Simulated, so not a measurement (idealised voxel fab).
process module | voxel plated lines
cross-section cut | 260 nm wide | cells 5 nm
A cross-section is a grid of square cells, given in bands from the top down. A band is one or more rows of cells.
Each band's line starts with the height of the band's top and of its bottom, in nm. Then come its materials from left to right, each with its width in nm. One material with "throughout" fills the band from edge to edge. "air" is empty space.
Height 0 is the level under which the wafer as received is all one material. The lowest band goes on downwards, as in "0 down".
A width such as "30 to 40" changes by the same amount from each row of cells to the next, from the band's top row to its bottom row.
"no change" after a step means that no cell of the cross-section changed.
closed voids: empty space of 8 cells or more with no open way to the top, each as width x height at its distance from the left edge, in nm
after a step's settings: what the simulator itself notes on the step
overlay nm, on a step with a mask: how far to the right of its planned place the mask lay; to the left if negative
plan
1 op RECEIVE | material Si
2 op CONFORMAL_DEP | material SiO2 | thk nm 15
3 op DIRECTIONAL_DEP | material TiN | thk nm 5
4 op PATTERN | tone open | mask id LINES | material resist | width nm 20 | pitch nm 35 | thk nm 40 | overlay nm 0
5 op EPI | material Ru | thk nm 10
6 op EPI | material Ru | thk nm 5
7 op EPI | material Ru | thk nm 10
8 op STRIP | etch materials resist
9 op DIRECTIONAL_ETCH | etch materials TiN | depth nm 5
10 op CONFORMAL_DEP | material SiN | thk nm 10
first wafer, as planned
as received, after step 1
  0 down: Si throughout
  closed voids: none
after step 2
  15 to 0: SiO2 throughout
  below 0: unchanged
after step 3
  20 to 15: TiN throughout
  below 15: unchanged
after step 4
  60 to 20: resist 65 | air 20 | resist 15 | air 20 | resist 15 | air 20 | resist 15 | air 20 | resist 70
  below 20: unchanged
after step 5
  60 to 30: resist 65 | air 20 | resist 15 | air 20 | resist 15 | air 20 | resist 15 | air 20 | resist 70
  30 to 20: resist 65 | Ru 20 | resist 15 | Ru 20 | resist 15 | Ru 20 | resist 15 | Ru 20 | resist 70
  below 20: unchanged
after step 6
  60 to 35: resist 65 | air 20 | resist 15 | air 20 | resist 15 | air 20 | resist 15 | air 20 | resist 70
  35 to 20: resist 65 | Ru 20 | resist 15 | Ru 20 | resist 15 | Ru 20 | resist 15 | Ru 20 | resist 70
  below 20: unchanged
after step 7
  60 to 45: resist 65 | air 20 | resist 15 | air 20 | resist 15 | air 20 | resist 15 | air 20 | resist 70
  45 to 20: resist 65 | Ru 20 | resist 15 | Ru 20 | resist 15 | Ru 20 | resist 15 | Ru 20 | resist 70
  below 20: unchanged
after step 8
  45 to 20: air 65 | Ru 20 | air 15 | Ru 20 | air 15 | Ru 20 | air 15 | Ru 20 | air 70
  below 20: unchanged
after step 9
  45 to 20: air 65 | Ru 20 | air 15 | Ru 20 | air 15 | Ru 20 | air 15 | Ru 20 | air 70
  20 to 15: air 65 | TiN 20 | air 15 | TiN 20 | air 15 | TiN 20 | air 15 | TiN 20 | air 70
  below 15: unchanged
after step 10
  55 to 45: air 55 | SiN 145 | air 60
  45 to 25: air 55 | SiN 10 | Ru 20 | SiN 15 | Ru 20 | SiN 15 | Ru 20 | SiN 15 | Ru 20 | SiN 10 | air 60
  25 to 20: SiN 65 | Ru 20 | SiN 15 | Ru 20 | SiN 15 | Ru 20 | SiN 15 | Ru 20 | SiN 70
  20 to 15: SiN 65 | TiN 20 | SiN 15 | TiN 20 | SiN 15 | TiN 20 | SiN 15 | TiN 20 | SiN 70
  below 15: unchanged
second wafer: like start, like plan, one mistake. Through step 9 it matches the first wafer
when step 10 should have ended: no change
what went wrong: step 10 was left out
at the end the second wafer has, in cells: 182 fewer of SiN
